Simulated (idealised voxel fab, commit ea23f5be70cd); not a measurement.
Title: Process Module voxel plated lines
It is cross-section cut that appears here, measuring 185 nm in width, its square cells being 5 nm in size.
A cross-section in this document is a grid of square cells, and it is written down as bands, the top band listed before the ones below it; a band is made up of one or more rows of cells.
Heights first: top, then bottom, in nm. Then materials, left to right, each with a width in nm. "edge to edge" on a single material: fills the band edge to edge. "blank": empty space.
We count height from 0. Below that, the starting wafer is all one material. The lowest band never ends at the bottom but goes on down; see "0 down" for how that is written.
Per-row width for "30..40": begins at first number (top row of band), ends at second number (bottom row), increment between rows held constant.
Where a step carries "no alterations made", the cross-section came out of it unchanged, cell for cell.
Look at "Sealed voids" for the closed voids: empty spaces with no open path to the top, sized 8 cells or up. Each is width x height at distance, distance from the left edge, all nm.
It should be noted that, on the line of a given step, the content following the step's settings is a remark produced by the simulator itself with respect to that step.
overlay nm: for a step with a mask, the amount by which the mask lay right of where it was planned; a negative amount means left of it.

Process steps (planned):
| 1 | RECEIVE: material Si |
| 2 | CONFORMAL_DEP: material Al2O3, thk nm 5 |
| 3 | DIRECTIONAL_DEP: material TiN, thk nm 5 |
| 4 | PATTERN: tone open, mask id LINES, material resist, width nm 20, pitch nm 40, thk nm 20, overlay nm 0 |
| 5 | EPI: material Ru, thk nm 10 |
| 6 | STRIP: etch materials resist |
| 7 | DIRECTIONAL_ETCH: etch materials TiN, depth nm 5 |
| 8 | CONFORMAL_DEP: material SiN, thk nm 5 |

As received (post step 1): cross-section:
> 0 down  Si edge to edge
> Sealed voids: none

This is how the wafer looks in cross-section once the module is done, given the starting state and plan above and one mistake in carrying the plan out:
> 35 to 30  blank: 55; SiN: 30; blank: 10; SiN: 30; blank: 60
> 30 to 20  blank: 55; SiN: 5; Ru: 20; SiN: 5; blank: 10; SiN: 5; Ru: 20; SiN: 5; blank: 60
> 20 to 15  SiN: 60; TiN: 20; SiN: 20; TiN: 20; SiN: 65
> 15 to 0  Al2O3 edge to edge
> 0 down  Si edge to edge
> Sealed voids: none
Diagnosis: step 2 deviated from plan and actually ran as CONFORMAL_DEP: material Al2O3, thk nm 15
